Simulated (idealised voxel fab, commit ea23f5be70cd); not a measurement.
process module | voxel gate over fins
Cross-section cut spans 205 nm and uses square cells 5 nm in size.
Cross-section layout: square cells on a grid; listed as bands, top to bottom; a band spans one or more cell rows. Heads up on the band format: heights come first, top then bottom, in nm. After that it's the materials left to right, each with its width in nm. A single material flagged "everywhere" fills the whole band edge to edge, and "blank" means there's empty space there. Height 0 is the level under which the wafer as received is all one material. The lowest band goes on downwards, as in "top 0, no bottom". Graded width ("30 to 40"): value in top row of band = first number; value in bottom row = second number; row-to-row change constant. Where a step carries "same as before", the cross-section came out of it unchanged, cell for cell. Reported under the label "Closed cavities" are the empty spaces having no open way to the top and comprising 8 cells or more; the notation for each is width x height at distance, in which the distance is measured from the left edge and all three values are in nm. Heads up: the bit after the settings on a step's line is the simulator's remark on that step. overlay nm: mask right of planned place by this much (step with mask). Neg. = left.
List of planned process steps:
1. op RECEIVE | material Si
2. op CONFORMAL_DEP | material SiN | thk nm 5
3. op DIRECTIONAL_DEP | material aC | thk nm 15
4. op PATTERN | tone cover | mask id FINS | material resist | width nm 15 | pitch nm 45 | thk nm 30 | overlay nm 0
5. op DIRECTIONAL_ETCH | etch materials aC | depth nm 15
6. op STRIP | etch materials resist
7. op DIRECTIONAL_ETCH | etch materials SiN | depth nm 5
8. op DIRECTIONAL_ETCH | etch materials Si | depth nm 40
9. op STRIP | etch materials aC
10. op FILL_DEP | material SiO2 | thk nm 5
11. op CMP | height nm 5
12. op SELECTIVE_ETCH | etch materials SiO2 | depth nm 20
13. op STRIP | etch materials SiN
14. op CONFORMAL_DEP | material HfO2 | thk nm 5
15. op CONFORMAL_DEP | material TiN | thk nm 5
16. op FILL_DEP | material W | thk nm 15
17. op CMP | height nm 20
18. op CONFORMAL_DEP | material SiCN | thk nm 10
first wafer, as planned:
Received-state cross-section, reflecting completion of step 1:
	top 0, no bottom: Si everywhere
	Closed cavities: none
Wafer after step 2 (cross-section):
	top 5, bottom 0: SiN everywhere
	Under 0: no change, same as before.
Wafer after step 3 (cross-section):
	top 20, bottom 5: aC everywhere
	Under 5: no change, same as before.
Wafer after step 4 (cross-section):
	top 50, bottom 20: 25 nm blank | 15 nm resist | 30 nm blank | 15 nm resist | 30 nm blank | 15 nm resist | 30 nm blank | 15 nm resist | 30 nm blank
	Under 20: no change, same as before.
Wafer after step 5 (cross-section):
	top 35, bottom 20: 25 nm blank | 15 nm resist | 30 nm blank | 15 nm resist | 30 nm blank | 15 nm resist | 30 nm blank | 15 nm resist | 30 nm blank
	top 20, bottom 5: 25 nm blank | 15 nm aC | 30 nm blank | 15 nm aC | 30 nm blank | 15 nm aC | 30 nm blank | 15 nm aC | 30 nm blank
	Under 5: no change, same as before.
Wafer after step 6 (cross-section):
	top 20, bottom 5: 25 nm blank | 15 nm aC | 30 nm blank | 15 nm aC | 30 nm blank | 15 nm aC | 30 nm blank | 15 nm aC | 30 nm blank
	Under 5: no change, same as before.
Wafer after step 7 (cross-section):
	top 20, bottom 5: 25 nm blank | 15 nm aC | 30 nm blank | 15 nm aC | 30 nm blank | 15 nm aC | 30 nm blank | 15 nm aC | 30 nm blank
	top 5, bottom 0: 25 nm blank | 15 nm SiN | 30 nm blank | 15 nm SiN | 30 nm blank | 15 nm SiN | 30 nm blank | 15 nm SiN | 30 nm blank
	Under 0: no change, same as before.
Wafer after step 8 (cross-section):
	top 20, bottom 5: 25 nm blank | 15 nm aC | 30 nm blank | 15 nm aC | 30 nm blank | 15 nm aC | 30 nm blank | 15 nm aC | 30 nm blank
	top 5, bottom 0: 25 nm blank | 15 nm SiN | 30 nm blank | 15 nm SiN | 30 nm blank | 15 nm SiN | 30 nm blank | 15 nm SiN | 30 nm blank
	top 0, bottom -40: 25 nm blank | 15 nm Si | 30 nm blank | 15 nm Si | 30 nm blank | 15 nm Si | 30 nm blank | 15 nm Si | 30 nm blank
	Under -40: no change, same as before.
Wafer after step 9 (cross-section):
	top 5, bottom 0: 25 nm blank | 15 nm SiN | 30 nm blank | 15 nm SiN | 30 nm blank | 15 nm SiN | 30 nm blank | 15 nm SiN | 30 nm blank
	Under 0: no change, same as before.
Wafer after step 10 (cross-section):
	top 10, bottom 5: SiO2 everywhere
	top 5, bottom 0: 25 nm SiO2 | 15 nm SiN | 30 nm SiO2 | 15 nm SiN | 30 nm SiO2 | 15 nm SiN | 30 nm SiO2 | 15 nm SiN | 30 nm SiO2
	top 0, bottom -40: 25 nm SiO2 | 15 nm Si | 30 nm SiO2 | 15 nm Si | 30 nm SiO2 | 15 nm Si | 30 nm SiO2 | 15 nm Si | 30 nm SiO2
	Under -40: no change, same as before.
Wafer after step 11 (cross-section):
	top 5, bottom 0: 25 nm SiO2 | 15 nm SiN | 30 nm SiO2 | 15 nm SiN | 30 nm SiO2 | 15 nm SiN | 30 nm SiO2 | 15 nm SiN | 30 nm SiO2
	Under 0: no change, same as before.
Wafer after step 12 (cross-section):
	top 5, bottom 0: 25 nm blank | 15 nm SiN | 30 nm blank | 15 nm SiN | 30 nm blank | 15 nm SiN | 30 nm blank | 15 nm SiN | 30 nm blank
	top 0, bottom -15: 25 nm blank | 15 nm Si | 30 nm blank | 15 nm Si | 30 nm blank | 15 nm Si | 30 nm blank | 15 nm Si | 30 nm blank
	Under -15: no change, same as before.
Wafer after step 13 (cross-section):
	top 0, bottom -15: 25 nm blank | 15 nm Si | 30 nm blank | 15 nm Si | 30 nm blank | 15 nm Si | 30 nm blank | 15 nm Si | 30 nm blank
	Under -15: no change, same as before.
Wafer after step 14 (cross-section):
	top 5, bottom 0: 20 nm blank | 25 nm HfO2 | 20 nm blank | 25 nm HfO2 | 20 nm blank | 25 nm HfO2 | 20 nm blank | 25 nm HfO2 | 25 nm blank
	top 0, bottom -10: 20 nm blank | 5 nm HfO2 | 15 nm Si | 5 nm HfO2 | 20 nm blank | 5 nm HfO2 | 15 nm Si | 5 nm HfO2 | 20 nm blank | 5 nm HfO2 | 15 nm Si | 5 nm HfO2 | 20 nm blank | 5 nm HfO2 | 15 nm Si | 5 nm HfO2 | 25 nm blank
	top -10, bottom -15: 25 nm HfO2 | 15 nm Si | 30 nm HfO2 | 15 nm Si | 30 nm HfO2 | 15 nm Si | 30 nm HfO2 | 15 nm Si | 30 nm HfO2
	Under -15: no change, same as before.
Wafer after step 15 (cross-section):
	top 10, bottom 5: 15 nm blank | 35 nm TiN | 10 nm blank | 35 nm TiN | 10 nm blank | 35 nm TiN | 10 nm blank | 35 nm TiN | 20 nm blank
	top 5, bottom 0: 15 nm blank | 5 nm TiN | 25 nm HfO2 | 5 nm TiN | 10 nm blank | 5 nm TiN | 25 nm HfO2 | 5 nm TiN | 10 nm blank | 5 nm TiN | 25 nm HfO2 | 5 nm TiN | 10 nm blank | 5 nm TiN | 25 nm HfO2 | 5 nm TiN | 20 nm blank
	top 0, bottom -5: 15 nm blank | 5 nm TiN | 5 nm HfO2 | 15 nm Si | 5 nm HfO2 | 5 nm TiN | 10 nm blank | 5 nm TiN | 5 nm HfO2 | 15 nm Si | 5 nm HfO2 | 5 nm TiN | 10 nm blank | 5 nm TiN | 5 nm HfO2 | 15 nm Si | 5 nm HfO2 | 5 nm TiN | 10 nm blank | 5 nm TiN | 5 nm HfO2 | 15 nm Si | 5 nm HfO2 | 5 nm TiN | 20 nm blank
	top -5, bottom -10: 20 nm TiN | 5 nm HfO2 | 15 nm Si | 5 nm HfO2 | 20 nm TiN | 5 nm HfO2 | 15 nm Si | 5 nm HfO2 | 20 nm TiN | 5 nm HfO2 | 15 nm Si | 5 nm HfO2 | 20 nm TiN | 5 nm HfO2 | 15 nm Si | 5 nm HfO2 | 25 nm TiN
	Under -10: no change, same as before.
Wafer after step 16 (cross-section):
	top 25, bottom 10: W everywhere
	top 10, bottom 5: 15 nm W | 35 nm TiN | 10 nm W | 35 nm TiN | 10 nm W | 35 nm TiN | 10 nm W | 35 nm TiN | 20 nm W
	top 5, bottom 0: 15 nm W | 5 nm TiN | 25 nm HfO2 | 5 nm TiN | 10 nm W | 5 nm TiN | 25 nm HfO2 | 5 nm TiN | 10 nm W | 5 nm TiN | 25 nm HfO2 | 5 nm TiN | 10 nm W | 5 nm TiN | 25 nm HfO2 | 5 nm TiN | 20 nm W
	top 0, bottom -5: 15 nm W | 5 nm TiN | 5 nm HfO2 | 15 nm Si | 5 nm HfO2 | 5 nm TiN | 10 nm W | 5 nm TiN | 5 nm HfO2 | 15 nm Si | 5 nm HfO2 | 5 nm TiN | 10 nm W | 5 nm TiN | 5 nm HfO2 | 15 nm Si | 5 nm HfO2 | 5 nm TiN | 10 nm W | 5 nm TiN | 5 nm HfO2 | 15 nm Si | 5 nm HfO2 | 5 nm TiN | 20 nm W
	Under -5: no change, same as before.
Wafer after step 17 (cross-section):
	top 20, bottom 10: W everywhere
	Under 10: no change, same as before.
Wafer after step 18 (cross-section):
	top 30, bottom 20: SiCN everywhere
	Under 20: no change, same as before.
Companion wafer, the second of two: same beginning, same intended sequence, one mistake in carrying it out; through step 11 inclusive it tracks the first exactly:
Planned end of step 12: second wafer, cross-section:
	top 5, bottom 0: 25 nm blank | 15 nm SiN | 30 nm blank | 15 nm SiN | 30 nm blank | 15 nm SiN | 30 nm blank | 15 nm SiN | 30 nm blank
	top 0, bottom -35: 25 nm blank | 15 nm Si | 30 nm blank | 15 nm Si | 30 nm blank | 15 nm Si | 30 nm blank | 15 nm Si | 30 nm blank
	Under -35: no change, same as before.
Planned end of step 13: second wafer, cross-section:
	top 0, bottom -35: 25 nm blank | 15 nm Si | 30 nm blank | 15 nm Si | 30 nm blank | 15 nm Si | 30 nm blank | 15 nm Si | 30 nm blank
	Under -35: no change, same as before.
Planned end of step 14: second wafer, cross-section:
	top 5, bottom 0: 20 nm blank | 25 nm HfO2 | 20 nm blank | 25 nm HfO2 | 20 nm blank | 25 nm HfO2 | 20 nm blank | 25 nm HfO2 | 25 nm blank
	top 0, bottom -30: 20 nm blank | 5 nm HfO2 | 15 nm Si | 5 nm HfO2 | 20 nm blank | 5 nm HfO2 | 15 nm Si | 5 nm HfO2 | 20 nm blank | 5 nm HfO2 | 15 nm Si | 5 nm HfO2 | 20 nm blank | 5 nm HfO2 | 15 nm Si | 5 nm HfO2 | 25 nm blank
	top -30, bottom -35: 25 nm HfO2 | 15 nm Si | 30 nm HfO2 | 15 nm Si | 30 nm HfO2 | 15 nm Si | 30 nm HfO2 | 15 nm Si | 30 nm HfO2
	Under -35: no change, same as before.
Planned end of step 15: second wafer, cross-section:
	top 10, bottom 5: 15 nm blank | 35 nm TiN | 10 nm blank | 35 nm TiN | 10 nm blank | 35 nm TiN | 10 nm blank | 35 nm TiN | 20 nm blank
	top 5, bottom 0: 15 nm blank | 5 nm TiN | 25 nm HfO2 | 5 nm TiN | 10 nm blank | 5 nm TiN | 25 nm HfO2 | 5 nm TiN | 10 nm blank | 5 nm TiN | 25 nm HfO2 | 5 nm TiN | 10 nm blank | 5 nm TiN | 25 nm HfO2 | 5 nm TiN | 20 nm blank
	top 0, bottom -25: 15 nm blank | 5 nm TiN | 5 nm HfO2 | 15 nm Si | 5 nm HfO2 | 5 nm TiN | 10 nm blank | 5 nm TiN | 5 nm HfO2 | 15 nm Si | 5 nm HfO2 | 5 nm TiN | 10 nm blank | 5 nm TiN | 5 nm HfO2 | 15 nm Si | 5 nm HfO2 | 5 nm TiN | 10 nm blank | 5 nm TiN | 5 nm HfO2 | 15 nm Si | 5 nm HfO2 | 5 nm TiN | 20 nm blank
	top -25, bottom -30: 20 nm TiN | 5 nm HfO2 | 15 nm Si | 5 nm HfO2 | 20 nm TiN | 5 nm HfO2 | 15 nm Si | 5 nm HfO2 | 20 nm TiN | 5 nm HfO2 | 15 nm Si | 5 nm HfO2 | 20 nm TiN | 5 nm HfO2 | 15 nm Si | 5 nm HfO2 | 25 nm TiN
	Under -30: no change, same as before.
Planned end of step 16: second wafer, cross-section:
	top 25, bottom 10: W everywhere
	top 10, bottom 5: 15 nm W | 35 nm TiN | 10 nm W | 35 nm TiN | 10 nm W | 35 nm TiN | 10 nm W | 35 nm TiN | 20 nm W
	top 5, bottom 0: 15 nm W | 5 nm TiN | 25 nm HfO2 | 5 nm TiN | 10 nm W | 5 nm TiN | 25 nm HfO2 | 5 nm TiN | 10 nm W | 5 nm TiN | 25 nm HfO2 | 5 nm TiN | 10 nm W | 5 nm TiN | 25 nm HfO2 | 5 nm TiN | 20 nm W
	top 0, bottom -25: 15 nm W | 5 nm TiN | 5 nm HfO2 | 15 nm Si | 5 nm HfO2 | 5 nm TiN | 10 nm W | 5 nm TiN | 5 nm HfO2 | 15 nm Si | 5 nm HfO2 | 5 nm TiN | 10 nm W | 5 nm TiN | 5 nm HfO2 | 15 nm Si | 5 nm HfO2 | 5 nm TiN | 10 nm W | 5 nm TiN | 5 nm HfO2 | 15 nm Si | 5 nm HfO2 | 5 nm TiN | 20 nm W
	Under -25: no change, same as before.
Planned end of step 17: second wafer, cross-section:
	top 20, bottom 10: W everywhere
	Under 10: no change, same as before.
Planned end of step 18: second wafer, cross-section:
	top 30, bottom 20: SiCN everywhere
	Under 20: no change, same as before.
So what did we get wrong on this run? step 12, plan: ran twice
The final cell counts differ between the wafers, with the second having more or fewer of some materials than the first: 32 more of HfO2, 116 fewer of SiO2, 32 more of TiN, 52 more of W
